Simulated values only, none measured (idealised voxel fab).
process module | voxel wiring stack
195 nm wide, 5 nm square cells: that's cross-section cut.
Cross-section = grid of square cells, listed top down in bands; band = one or more rows.
The band entry comprises the height of the band's top followed by the height of its bottom, expressed in nm, and subsequently the band's materials from left to right, each stated together with its width in nm. Where a single material is marked with the word "full width", that material fills the band from edge to edge. The word "air" represents empty space.
Heads up on the height convention: 0 is the point under which the incoming wafer is all one material, and the lowest band has no bottom, it just keeps going down, like "z 0 and below".
The notation "30->40" denotes a width that varies across the rows of cells in the band, beginning at the first number in the top row, finishing at the second number in the bottom row, and changing by an identical amount from each row to the next.
Step marked "no change occurred"? Then no cell in the cross-section changed in it.
In "Enclosed internal voids" the enclosed voids are listed, meaning empty spaces of 8 cells or larger without any opening to the top. The form is width x height at distance, distance from the left edge, units nm.
Text after the settings on a step's line: the simulator's own remark on that step.
A step line may carry the setting "overlay nm", which, for steps involving a mask, states the distance by which the mask lay to the right of its intended position; negative values denote displacement to the left.

-- Planned step list for the process
1: RECEIVE: material Si
2: CONFORMAL_DEP: material SiO2, thk nm 10
3: DIRECTIONAL_DEP: material TiN, thk nm 5
4: DIRECTIONAL_DEP: material W, thk nm 20
5: DIRECTIONAL_DEP: material aC, thk nm 10
6: PATTERN: tone cover, mask id METAL_1, material resist, width nm 25, pitch nm 50, thk nm 25, overlay nm 0
7: DIRECTIONAL_ETCH: etch materials aC, depth nm 10
8: STRIP: etch materials resist
9: DIRECTIONAL_ETCH: etch materials W, depth nm 20
10: DIRECTIONAL_ETCH: etch materials TiN, depth nm 5
11: STRIP: etch materials aC
12: FILL_DEP: material lowk, thk nm 5
13: CMP: height nm 35
14: CONFORMAL_DEP: material SiCN, thk nm 5
15: DIRECTIONAL_DEP: material lowk, thk nm 10
16: MASKED_ETCH: tone open, mask id PLUG_1, width nm 15, etch materials lowk, depth nm 10, overlay nm 0
17: MASKED_ETCH: tone open, mask id PLUG_1, width nm 15, etch materials SiCN, depth nm 5, overlay nm 0
18: CONFORMAL_DEP: material TiN, thk nm 5
19: FILL_DEP: material W, thk nm 5
20: CMP: height nm 50
21: DIRECTIONAL_DEP: material TiN, thk nm 5
22: DIRECTIONAL_DEP: material W, thk nm 20
23: PATTERN: tone cover, mask id METAL_2, material resist, width nm 25, pitch nm 50, thk nm 15, overlay nm 0
24: DIRECTIONAL_ETCH: etch materials W, depth nm 20
25: DIRECTIONAL_ETCH: etch materials TiN, depth nm 5
26: STRIP: etch materials resist
27: CONFORMAL_DEP: material SiCN, thk nm 5
28: FILL_DEP: material lowk, thk nm 10
29: CMP: height nm 75
30: CONFORMAL_DEP: material SiN, thk nm 5

-- So this is the incoming wafer in cross-section - it's already been through step 1
	z 0 and below | Si full width
	Enclosed internal voids: none

-- Module complete - cross-section of the first of two wafers, run according to plan
	z 80 to 75 | SiN full width
	z 75 to 55 | 55 nm lowk, then 5 nm SiCN, then 25 nm W, then 5 nm SiCN, then 15 nm lowk, then 5 nm SiCN, then 25 nm W, then 5 nm SiCN, then 55 nm lowk
	z 55 to 50 | 60 nm SiCN, then 25 nm TiN, then 25 nm SiCN, then 25 nm TiN, then 60 nm SiCN
	z 50 to 40 | 60 nm lowk, then 5 nm TiN, then 5 nm W, then 5 nm TiN, then 120 nm lowk
	z 40 to 35 | 60 nm SiCN, then 15 nm TiN, then 120 nm SiCN
	z 35 to 15 | 60 nm lowk, then 25 nm W, then 25 nm lowk, then 25 nm W, then 60 nm lowk
	z 15 to 10 | 60 nm lowk, then 25 nm TiN, then 25 nm lowk, then 25 nm TiN, then 60 nm lowk
	z 10 to 0 | SiO2 full width
	z 0 and below | Si full width
	Enclosed internal voids: none

-- Wafer two, end of module, cross-section. Same start, same plan as wafer one. One mistake in the run
	z 80 to 75 | SiN full width
	z 75 to 55 | 55 nm lowk, then 5 nm SiCN, then 25 nm W, then 5 nm SiCN, then 15 nm lowk, then 5 nm SiCN, then 25 nm W, then 5 nm SiCN, then 55 nm lowk
	z 55 to 50 | 60 nm SiCN, then 25 nm TiN, then 25 nm SiCN, then 25 nm TiN, then 60 nm SiCN
	z 50 to 40 | 60 nm lowk, then 5 nm TiN, then 5 nm W, then 5 nm TiN, then 120 nm lowk
	z 40 to 35 | 60 nm SiCN, then 15 nm TiN, then 120 nm SiCN
	z 35 to 15 | 60 nm aC, then 25 nm W, then 25 nm aC, then 25 nm W, then 60 nm aC
	z 15 to 10 | 60 nm aC, then 25 nm TiN, then 25 nm aC, then 25 nm TiN, then 60 nm aC
	z 10 to 0 | SiO2 full width
	z 0 and below | Si full width
	Enclosed internal voids: none
what went wrong: step 12 was run on a setting that differed from the plan, and what really ran there is FILL_DEP: material aC, thk nm 5
The second wafer ends with more or fewer cells of some materials than the first, per final count: aC +145; lowk -145
